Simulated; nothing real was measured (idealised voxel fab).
process module | voxel self aligned vias
cross-section cut | 140 nm wide | cells 5 nm
A cross-section is a grid of square cells, given in bands from the top down. A band is one or more rows of cells.
Each band's line starts with the height of the band's top and of its bottom, in nm. Then come its materials from left to right, each with its width in nm. One material with "throughout" fills the band from edge to edge. "air" is empty space.
Height 0 is the level under which the wafer as received is all one material. The lowest band goes on downwards, as in "0 down".
A width such as "30 to 40" changes by the same amount from each row of cells to the next, from the band's top row to its bottom row.
"no change" after a step means that no cell of the cross-section changed.
closed voids: empty space of 8 cells or more with no open way to the top, each as width x height at its distance from the left edge, in nm
after a step's settings: what the simulator itself notes on the step
overlay nm, on a step with a mask: how far to the right of its planned place the mask lay; to the left if negative
plan
1 op RECEIVE | material Si
2 op CONFORMAL_DEP | material SiO2 | thk nm 15
3 op CONFORMAL_DEP | material SiCN | thk nm 5
4 op DIRECTIONAL_DEP | material SiO2 | thk nm 30
5 op DIRECTIONAL_DEP | material aC | thk nm 10
6 op PATTERN | tone open | mask id LINES | material resist | width nm 25 | pitch nm 60 | thk nm 30 | overlay nm 0
7 op DIRECTIONAL_ETCH | etch materials aC | depth nm 10
8 op STRIP | etch materials resist
9 op DIRECTIONAL_ETCH | etch materials SiO2 | depth nm 30
10 op STRIP | etch materials aC
11 op CONFORMAL_DEP | material TiN | thk nm 5
12 op FILL_DEP | material W | thk nm 10
13 op CMP | height nm 50
14 op SELECTIVE_ETCH | etch materials W Ru TiN | depth nm 5
15 op FILL_DEP | material SiN | thk nm 10
16 op CMP | height nm 50
17 op DIRECTIONAL_DEP | material SiO2 | thk nm 20
18 op DIRECTIONAL_DEP | material aC | thk nm 15
19 op PATTERN | tone open | mask id VIAS | material resist | width nm 35 | thk nm 35 | overlay nm 0
20 op DIRECTIONAL_ETCH | etch materials aC | depth nm 15
21 op STRIP | etch materials resist
22 op DIRECTIONAL_ETCH | etch materials SiO2 | depth nm 20
23 op DIRECTIONAL_ETCH | etch materials SiN | depth nm 5
24 op STRIP | etch materials aC
25 op CONFORMAL_DEP | material TiN | thk nm 5
26 op FILL_DEP | material Ru | thk nm 10
27 op CMP | height nm 70
28 op CONFORMAL_DEP | material SiN | thk nm 5
varied across the wafers: thk nm of step 28. The plan shows the first wafer's value. All wafers start alike
first wafer as received, after step 1
  0 down: Si throughout
  closed voids: none
each wafer at the end: cells of each material gained (+) or lost (-) since it was received, then its closed voids
thk nm 5 | +18 Ru | +28 SiCN | +33 SiN | +276 SiO2 | +41 TiN | +24 W | closed voids: none
thk nm 10 | +18 Ru | +28 SiCN | +61 SiN | +276 SiO2 | +41 TiN | +24 W | closed voids: none
thk nm 15 | +18 Ru | +28 SiCN | +89 SiN | +276 SiO2 | +41 TiN | +24 W | closed voids: none
thk nm 20 | +18 Ru | +28 SiCN | +117 SiN | +276 SiO2 | +41 TiN | +24 W | closed voids: none
